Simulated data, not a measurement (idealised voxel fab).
The document below concerns the process module designated voxel capacitor over wiring.
FYI the section here is cut, 220 nm wide, cells are 5 nm squares.
Think of the cross-section as a grid of square cells. We describe it in bands, top to bottom, and each band covers one or more rows of those cells. Heights first: top, then bottom, in nm. Then materials, left to right, each with a width in nm. "throughout" on a single material: fills the band edge to edge. "empty": empty space. Height 0 is the level under which the wafer as received is all one material. The lowest band goes on downwards, as in "0 nm and below". Graded width ("30..40"): value in top row of band = first number; value in bottom row = second number; row-to-row change constant. "remained the same" after a step means that no cell of the cross-section changed. Basically, "Unvented internal voids" tells you about the enclosed voids: empty spaces with no open way to the top, 8 cells or bigger, each written width x height at distance, where distance is from the left edge, all in nm. Past the settings on a step's line: simulator remark, on that step. What "overlay nm" on a step's line means: if the step has a mask, that mask lay this far to the right of its planned place, or, when the value is negative, to the left. Structure of the following material. The material consists of pairs of cross-sections. Each pair comprises the cross-section before one process step and the cross-section after that step, the latter shown only down to the lowest band that changed. The step between the cross-sections is specified beneath each pair, including its settings. Pairs are not necessarily consecutive: they may derive from different runs of this module performed on the same starting wafer. Continuity with the pair above is to be assumed only where the entry headed "Prior to step" of the pair in question states it.
Prior to step:
- 80 nm to 65 nm: SiO2 throughout
- 65 nm to 60 nm: SiO2=65, then TiN=65, then SiO2=90
- 60 nm to 55 nm: SiO2=65, then SiN=65, then SiO2=90
- 55 nm to 45 nm: SiO2=60, then TiN=75, then SiO2=85
- 45 nm to 35 nm: SiO2=65, then TiN=5, then Cu=5, then TiN=5, then SiO2=140
- 35 nm to 30 nm: SiCN=65, then TiN=15, then SiCN=140
- 30 nm to 15 nm: lowk=40, then SiN=5, then Ru=30, then SiN=5, then lowk=50, then SiN=5, then Ru=30, then SiN=5, then lowk=50
- 15 nm to 10 nm: SiN=45, then TiN=30, then SiN=60, then TiN=30, then SiN=55
- 10 nm to 0 nm: SiO2 throughout
- 0 nm and below: Si throughout
- Unvented internal voids: none
Resulting Cross-Section:
- 75 nm to 65 nm: SiO2 throughout
- Whatever lies below 65 is exactly as it was before.
- Unvented internal voids: none
The before and after cross-sections above differ by one step: CMP, height nm 75
Prior to step: as shown after the step in the preceding pair, directly above.
Resulting Cross-Section:
- 75 nm to 65 nm: SiO2=75, then empty=15, then SiO2=130
- Whatever lies below 65 is exactly as it was before.
- Unvented internal voids: none
The before and after cross-sections above differ by one step: MASKED_ETCH, tone open, mask id PLUG_2, width nm 15, etch materials SiO2, depth nm 10, overlay nm 0
Prior to step: as shown after the step in the preceding pair, directly above.
Resulting Cross-Section:
- 80 nm to 75 nm: TiN=80, then empty=5, then TiN=135
- 75 nm to 70 nm: SiO2=75, then TiN=5, then empty=5, then TiN=5, then SiO2=130
- 70 nm to 60 nm: SiO2=75..65, then TiN=15..65, then SiO2=130..90
- Whatever lies below 60 is exactly as it was before.
- Unvented internal voids: none
The before and after cross-sections above differ by one step: CONFORMAL_DEP, material TiN, thk nm 5
Prior to step: as shown after the step in the preceding pair, directly above.
Resulting Cross-Section:
- 85 nm to 80 nm: Ru throughout
- 80 nm to 75 nm: TiN=80, then Ru=5, then TiN=135
- 75 nm to 70 nm: SiO2=75, then TiN=5, then Ru=5, then TiN=5, then SiO2=130
- Whatever lies below 70 is exactly as it was before.
- Unvented internal voids: none
The before and after cross-sections above differ by one step: FILL_DEP, material Ru, thk nm 5
Prior to step: as shown after the step in the preceding pair, directly above.
Resulting Cross-Section:
- 75 nm to 70 nm: SiO2=75, then TiN=5, then Ru=5, then TiN=5, then SiO2=130
- Whatever lies below 70 is exactly as it was before.
- Unvented internal voids: none
The before and after cross-sections above differ by one step: CMP, height nm 75
Prior to step: as shown after the step in the preceding pair, directly above.
Resulting Cross-Section:
- 80 nm to 75 nm: SiCN throughout
- Whatever lies below 75 is exactly as it was before.
- Unvented internal voids: none
The before and after cross-sections above differ by one step: CONFORMAL_DEP, material SiCN, thk nm 5
Prior to step:
- 65 nm to 60 nm: empty=65, then TiN=65, then empty=90
- 60 nm to 55 nm: empty=65, then SiN=65, then empty=90
- 55 nm to 45 nm: empty=60, then TiN=75, then empty=85
- 45 nm to 35 nm: SiO2=65, then TiN=5, then Cu=5, then TiN=5, then SiO2=140
- 35 nm to 30 nm: SiCN=65, then TiN=15, then SiCN=140
- 30 nm to 15 nm: lowk=45, then SiN=5, then Ru=30, then SiN=5, then lowk=50, then SiN=5, then Ru=30, then SiN=5, then lowk=45
- 15 nm to 10 nm: SiN=50, then TiN=30, then SiN=60, then TiN=30, then SiN=50
- 10 nm to 0 nm: SiO2 throughout
- 0 nm and below: Si throughout
- Unvented internal voids: none
Resulting Cross-Section:
- 80 nm to 65 nm: aC throughout
- 65 nm to 60 nm: aC=65, then TiN=65, then aC=90
- 60 nm to 55 nm: aC=65, then SiN=65, then aC=90
- 55 nm to 45 nm: aC=60, then TiN=75, then aC=85
- Whatever lies below 45 is exactly as it was before.
- Unvented internal voids: none
The before and after cross-sections above differ by one step: FILL_DEP, material aC, thk nm 15
Prior to step: as shown after the step in the preceding pair, directly above.
Resulting Cross-Section:
- 75 nm to 65 nm: aC throughout
- Whatever lies below 65 is exactly as it was before.
- Unvented internal voids: none
The before and after cross-sections above differ by one step: CMP, height nm 75
Prior to step: as shown after the step in the preceding pair, directly above.
Resulting Cross-Section:
- 80 nm to 75 nm: TiN throughout
- Whatever lies below 75 is exactly as it was before.
- Unvented internal voids: none
The before and after cross-sections above differ by one step: CONFORMAL_DEP, material TiN, thk nm 5
Prior to step: as shown after the step in the preceding pair, directly above.
Resulting Cross-Section:
- 85 nm to 80 nm: Ru throughout
- Whatever lies below 80 is exactly as it was before.
- Unvented internal voids: none
The before and after cross-sections above differ by one step: FILL_DEP, material Ru, thk nm 5
Prior to step: as shown after the step in the preceding pair, directly above.
Resulting Cross-Section:
- 75 nm to 65 nm: aC throughout
- Whatever lies below 65 is exactly as it was before.
- Unvented internal voids: none
The before and after cross-sections above differ by one step: CMP, height nm 75
Prior to step: as shown after the step in the preceding pair, directly above.
Resulting Cross-Section:
- 80 nm to 75 nm: SiCN throughout
- Whatever lies below 75 is exactly as it was before.
- Unvented internal voids: none
The before and after cross-sections above differ by one step: CONFORMAL_DEP, material SiCN, thk nm 5
Prior to step:
- 75 nm to 65 nm: SiO2 throughout
- 65 nm to 60 nm: SiO2=65, then TiN=65, then SiO2=90
- 60 nm to 55 nm: SiO2=65, then SiN=65, then SiO2=90
- 55 nm to 45 nm: SiO2=60, then TiN=75, then SiO2=85
- 45 nm to 35 nm: SiO2=65, then TiN=5, then Cu=5, then TiN=5, then SiO2=140
- 35 nm to 30 nm: SiCN=65, then TiN=15, then SiCN=140
- 30 nm to 15 nm: lowk=45, then SiN=5, then Ru=30, then SiN=5, then lowk=50, then SiN=5, then Ru=30, then SiN=5, then lowk=45
- 15 nm to 10 nm: SiN=50, then TiN=30, then SiN=60, then TiN=30, then SiN=50
- 10 nm to 0 nm: SiO2 throughout
- 0 nm and below: Si throughout
- Unvented internal voids: none
Resulting Cross-Section:
- 75 nm to 65 nm: empty=75, then SiO2=15, then empty=130
- Whatever lies below 65 is exactly as it was before.
- Unvented internal voids: none
The before and after cross-sections above differ by one step: MASKED_ETCH, tone cover, mask id PLUG_2, width nm 15, etch materials SiO2, depth nm 10, overlay nm 0
Prior to step: as shown after the step in the preceding pair, directly above.
Resulting Cross-Section:
- 80 nm to 75 nm: empty=70, then TiN=25, then empty=125
- 75 nm to 70 nm: empty=70, then TiN=5, then SiO2=15, then TiN=5, then empty=125
- 70 nm to 65 nm: TiN=75, then SiO2=15, then TiN=130
- Whatever lies below 65 is exactly as it was before.
- Unvented internal voids: none
The before and after cross-sections above differ by one step: CONFORMAL_DEP, material TiN, thk nm 5
Prior to step: as shown after the step in the preceding pair, directly above.
Resulting Cross-Section:
- 85 nm to 80 nm: Ru throughout
- 80 nm to 75 nm: Ru=70, then TiN=25, then Ru=125
- 75 nm to 70 nm: Ru=70, then TiN=5, then SiO2=15, then TiN=5, then Ru=125
- Whatever lies below 70 is exactly as it was before.
- Unvented internal voids: none
The before and after cross-sections above differ by one step: FILL_DEP, material Ru, thk nm 5
Prior to step: as shown after the step in the preceding pair, directly above.
Resulting Cross-Section:
- 75 nm to 70 nm: Ru=70, then TiN=5, then SiO2=15, then TiN=5, then Ru=125
- Whatever lies below 70 is exactly as it was before.
- Unvented internal voids: none
The before and after cross-sections above differ by one step: CMP, height nm 75
Prior to step: as shown after the step in the preceding pair, directly above.
Resulting Cross-Section:
- 80 nm to 75 nm: SiCN throughout
- Whatever lies below 75 is exactly as it was before.
- Unvented internal voids: none
The before and after cross-sections above differ by one step: CONFORMAL_DEP, material SiCN, thk nm 5
